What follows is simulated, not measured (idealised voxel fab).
Title: Process Module voxel released beams
Section shown: cut. Width: 200 nm. Cell size: 5 nm, square.
How to read a cross-section here: the picture is a grid of square cells, written as bands going from the top down, and any band can span one or more rows of cells. Look at the band entry: it leads with the top's height and the bottom's height in nm. Then it lists the materials left to right, with a width in nm for each. The word "everywhere" on a single material says that material fills the band edge to edge. The word "empty" is empty space. Height reference: 0 = level under which incoming wafer is all one material. Lowest band: no bottom, runs on downward, e.g. "0 -> down". It should be noted that a width expressed as "30..40" varies in equal increments from row to row of cells within the band, taking the value of the first number at the top row and that of the second number at the bottom row. Take "nothing got changed" at face value: in the step it is given for, the cross-section changed in none of its cells. Entry "Sealed void inventory" = empty spaces >= 8 cells with no open way to the top; each as width x height at distance, distance from left edge, all nm. Past the settings on a step's line: simulator remark, on that step. Regarding "overlay nm": on a step with a mask, it is the distance the mask lay to the right of its planned place; a negative value places it to the left.
[Below is the list of planned process steps]
1 RECEIVE,material Si
2 CONFORMAL_DEP,material SiN,thk nm 5
3 DIRECTIONAL_DEP,material SiO2,thk nm 15
4 DIRECTIONAL_DEP,material aC,thk nm 15
5 PATTERN,tone open,mask id ANCHOR,material resist,width nm 45,thk nm 30,overlay nm 0
6 DIRECTIONAL_ETCH,etch materials aC,depth nm 15
7 STRIP,etch materials resist
8 DIRECTIONAL_ETCH,etch materials SiO2,depth nm 15
9 STRIP,etch materials aC
10 CONFORMAL_DEP,material W,thk nm 15
11 PATTERN,tone cover,mask id BEAM,material resist,width nm 90,thk nm 20,overlay nm 0
12 DIRECTIONAL_ETCH,etch materials W,depth nm 15
13 STRIP,etch materials resist
14 STRIP,etch materials SiO2
[So, the first of our two wafers, run just as we planned it]
[As-received state of the wafer in cross-section, equivalent to post-step 1]
	0 -> down: Si everywhere
	Sealed void inventory: none
[How the wafer stands in section after step 2]
	5 -> 0: SiN everywhere
	Rest of section, below 0: as before.
[How the wafer stands in section after step 3]
	20 -> 5: SiO2 everywhere
	Rest of section, below 5: as before.
[How the wafer stands in section after step 4]
	35 -> 20: aC everywhere
	Rest of section, below 20: as before.
[How the wafer stands in section after step 5]
	65 -> 35: 55 resist / 45 empty / 100 resist
	Rest of section, below 35: as before.
[How the wafer stands in section after step 6]
	50 -> 35: 55 resist / 45 empty / 100 resist
	35 -> 20: 55 aC / 45 empty / 100 aC
	Rest of section, below 20: as before.
[How the wafer stands in section after step 7]
	35 -> 20: 55 aC / 45 empty / 100 aC
	Rest of section, below 20: as before.
[How the wafer stands in section after step 8]
	35 -> 20: 55 aC / 45 empty / 100 aC
	20 -> 5: 55 SiO2 / 45 empty / 100 SiO2
	Rest of section, below 5: as before.
[How the wafer stands in section after step 9]
	20 -> 5: 55 SiO2 / 45 empty / 100 SiO2
	Rest of section, below 5: as before.
[How the wafer stands in section after step 10]
	35 -> 20: 70 W / 15 empty / 115 W
	20 -> 5: 55 SiO2 / 45 W / 100 SiO2
	Rest of section, below 5: as before.
[How the wafer stands in section after step 11]
	55 -> 35: 50 empty / 90 resist / 60 empty
	35 -> 20: 70 W / 15 resist / 115 W
	Rest of section, below 20: as before.
[How the wafer stands in section after step 12]
	55 -> 35: 50 empty / 90 resist / 60 empty
	35 -> 20: 50 empty / 20 W / 15 resist / 55 W / 60 empty
	Rest of section, below 20: as before.
[How the wafer stands in section after step 13]
	35 -> 20: 50 empty / 20 W / 15 empty / 55 W / 60 empty
	Rest of section, below 20: as before.
[How the wafer stands in section after step 14]
	35 -> 20: 50 empty / 20 W / 15 empty / 55 W / 60 empty
	20 -> 5: 55 empty / 45 W / 100 empty
	Rest of section, below 5: as before.
[Wafer two: like wafer one in start and plan, but with one mistake in execution; identical up to and including step 9]
[Cross-section: second wafer, time at which step 10 was scheduled to end]
	50 -> 20: W everywhere
	20 -> 5: 55 SiO2 / 45 W / 100 SiO2
	Rest of section, below 5: as before.
[Cross-section: second wafer, time at which step 11 was scheduled to end]
	70 -> 50: 50 empty / 90 resist / 60 empty
	Rest of section, below 50: as before.
[Cross-section: second wafer, time at which step 12 was scheduled to end]
	70 -> 50: 50 empty / 90 resist / 60 empty
	50 -> 35: 50 empty / 90 W / 60 empty
	Rest of section, below 35: as before.
[Cross-section: second wafer, time at which step 13 was scheduled to end]
	50 -> 35: 50 empty / 90 W / 60 empty
	Rest of section, below 35: as before.
Cross-section: second wafer, time at which step 14 was scheduled to end: nothing got changed
It is concluded that the wafer was processed incorrectly with respect to the plan, in that the plan had its step 10 run twice
End of process, cell counts, second wafer against first, materials with more or fewer: 93 more of SiO2; 129 more of W
